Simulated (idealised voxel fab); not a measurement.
process module | voxel self aligned contacts
cross-section cut | 170 nm wide | cells 5 nm
A cross-section is a grid of square cells, given in bands from the top down. A band is one or more rows of cells.
Each band's line starts with the height of the band's top and of its bottom, in nm. Then come its materials from left to right, each with its width in nm. One material with "throughout" fills the band from edge to edge. "air" is empty space.
Height 0 is the level under which the wafer as received is all one material. The lowest band goes on downwards, as in "0 down".
A width such as "30 to 40" changes by the same amount from each row of cells to the next, from the band's top row to its bottom row.
"no change" after a step means that no cell of the cross-section changed.
closed voids: empty space of 8 cells or more with no open way to the top, each as width x height at its distance from the left edge, in nm
after a step's settings: what the simulator itself notes on the step
overlay nm, on a step with a mask: how far to the right of its planned place the mask lay; to the left if negative
plan
1 op RECEIVE | material Si
2 op CONFORMAL_DEP | material SiO2 | thk nm 5
3 op DIRECTIONAL_DEP | material polySi | thk nm 30
4 op DIRECTIONAL_DEP | material SiN | thk nm 15
5 op DIRECTIONAL_DEP | material aC | thk nm 10
6 op PATTERN | tone cover | mask id GATE | material resist | width nm 15 | pitch nm 55 | thk nm 30 | overlay nm 0
7 op DIRECTIONAL_ETCH | etch materials aC | depth nm 10
8 op STRIP | etch materials resist
9 op DIRECTIONAL_ETCH | etch materials SiN | depth nm 15
10 op DIRECTIONAL_ETCH | etch materials polySi | depth nm 30
11 op STRIP | etch materials aC
12 op CONFORMAL_DEP | material SiN | thk nm 5
13 op DIRECTIONAL_ETCH | etch materials SiN | depth nm 5
14 op FILL_DEP | material SiO2 | thk nm 20
15 op CMP | height nm 60
16 op MASKED_ETCH | tone open | mask id CONTACT | width nm 40 | pitch nm 55 | etch materials SiO2 | depth nm 60 | overlay nm 0
17 op CONFORMAL_DEP | material TiN | thk nm 5
18 op FILL_DEP | material W | thk nm 10
19 op CMP | height nm 60
20 op CONFORMAL_DEP | material SiCN | thk nm 5
varied across the wafers: width nm of step 6. The plan shows the first wafer's value. All wafers start alike
first wafer as received, after step 1
  0 down: Si throughout
  closed voids: none
first wafer at the end, after step 20
  65 to 60: SiCN throughout
  60 to 50: SiO2 35 | TiN 5 to 10 | W 30 to 20 | TiN 5 to 10 | SiO2 15 | TiN 5 to 10 | W 30 to 20 | TiN 5 to 10 | SiO2 40
  50 to 35: SiO2 15 | SiN 25 | TiN 5 | W 20 | TiN 5 | SiN 25 | TiN 5 | W 20 | TiN 5 | SiN 25 | SiO2 20
  35 to 5: SiO2 15 | SiN 5 | polySi 15 | SiN 5 | TiN 5 | W 20 | TiN 5 | SiN 5 | polySi 15 | SiN 5 | TiN 5 | W 20 | TiN 5 | SiN 5 | polySi 15 | SiN 5 | SiO2 20
  5 to 0: SiO2 40 | TiN 30 | SiO2 25 | TiN 30 | SiO2 45
  0 down: Si throughout
  closed voids: none
last wafer at the end
  65 to 60: SiCN throughout
  60 to 50: SiO2 35 | TiN 5 to 20 | W 30 to 5 | TiN 5 to 15 | SiO2 15 | TiN 5 to 20 | W 30 to 5 | TiN 5 to 15 | SiO2 40
  50 to 35: SiO2 10 | SiN 40 | TiN 5 | W 5 | TiN 5 | SiN 40 | TiN 5 | W 5 | TiN 5 | SiN 40 | SiO2 10
  35 to 5: SiO2 10 | SiN 5 | polySi 30 | SiN 5 | TiN 5 | W 5 | TiN 5 | SiN 5 | polySi 30 | SiN 5 | TiN 5 | W 5 | TiN 5 | SiN 5 | polySi 30 | SiN 5 | SiO2 10
  5 to 0: SiO2 50 | TiN 15 | SiO2 40 | TiN 15 | SiO2 50
  0 down: Si throughout
  closed voids: none
each wafer at the end: cells of each material gained (+) or lost (-) since it was received, then its closed voids
width nm 15 | +34 SiCN | +81 SiN | +121 SiO2 | +60 TiN | +92 W | +54 polySi | closed voids: none
width nm 20 | +34 SiCN | +90 SiN | +114 SiO2 | +60 TiN | +72 W | +72 polySi | closed voids: none
width nm 25 | +34 SiCN | +99 SiN | +107 SiO2 | +60 TiN | +52 W | +90 polySi | closed voids: none
width nm 30 | +34 SiCN | +108 SiN | +100 SiO2 | +60 TiN | +32 W | +108 polySi | closed voids: none
